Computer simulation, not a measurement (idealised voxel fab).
process module | voxel released beams
cross-section cut | 250 nm wide | cells 5 nm
A cross-section is a grid of square cells, given in bands from the top down. A band is one or more rows of cells.
Each band's line starts with the height of the band's top and of its bottom, in nm. Then come its materials from left to right, each with its width in nm. One material with "throughout" fills the band from edge to edge. "air" is empty space.
Height 0 is the level under which the wafer as received is all one material. The lowest band goes on downwards, as in "0 down".
A width such as "30 to 40" changes by the same amount from each row of cells to the next, from the band's top row to its bottom row.
"no change" after a step means that no cell of the cross-section changed.
closed voids: empty space of 8 cells or more with no open way to the top, each as width x height at its distance from the left edge, in nm
after a step's settings: what the simulator itself notes on the step
overlay nm, on a step with a mask: how far to the right of its planned place the mask lay; to the left if negative
plan
1 op RECEIVE | material Si
2 op CONFORMAL_DEP | material Al2O3 | thk nm 5
3 op DIRECTIONAL_DEP | material SiO2 | thk nm 20
4 op PATTERN | tone open | mask id ANCHOR | material resist | width nm 35 | thk nm 15 | overlay nm 0
5 op DIRECTIONAL_ETCH | etch materials SiO2 | depth nm 20
6 op STRIP | etch materials resist
7 op CONFORMAL_DEP | material SiN | thk nm 15
8 op DIRECTIONAL_DEP | material aC | thk nm 10
9 op PATTERN | tone cover | mask id BEAM | material resist | width nm 105 | thk nm 30 | overlay nm 0
10 op DIRECTIONAL_ETCH | etch materials aC | depth nm 10
11 op STRIP | etch materials resist
12 op DIRECTIONAL_ETCH | etch materials SiN | depth nm 15
13 op STRIP | etch materials aC
14 op STRIP | etch materials SiO2
varied across the wafers: width nm of step 4. The plan shows the first wafer's value. All wafers start alike
first wafer as received, after step 1
  0 down: Si throughout
  closed voids: none
each wafer at the end: cells of each material gained (+) or lost (-) since it was received, then its closed voids
width nm 35 | +50 Al2O3 | +87 SiN | closed voids: none
width nm 40 | +50 Al2O3 | +87 SiN | closed voids: none
width nm 45 | +50 Al2O3 | +87 SiN | closed voids: none
width nm 50 | +50 Al2O3 | +87 SiN | closed voids: none
width nm 55 | +50 Al2O3 | +87 SiN | closed voids: none
width nm 60 | +50 Al2O3 | +87 SiN | closed voids: none
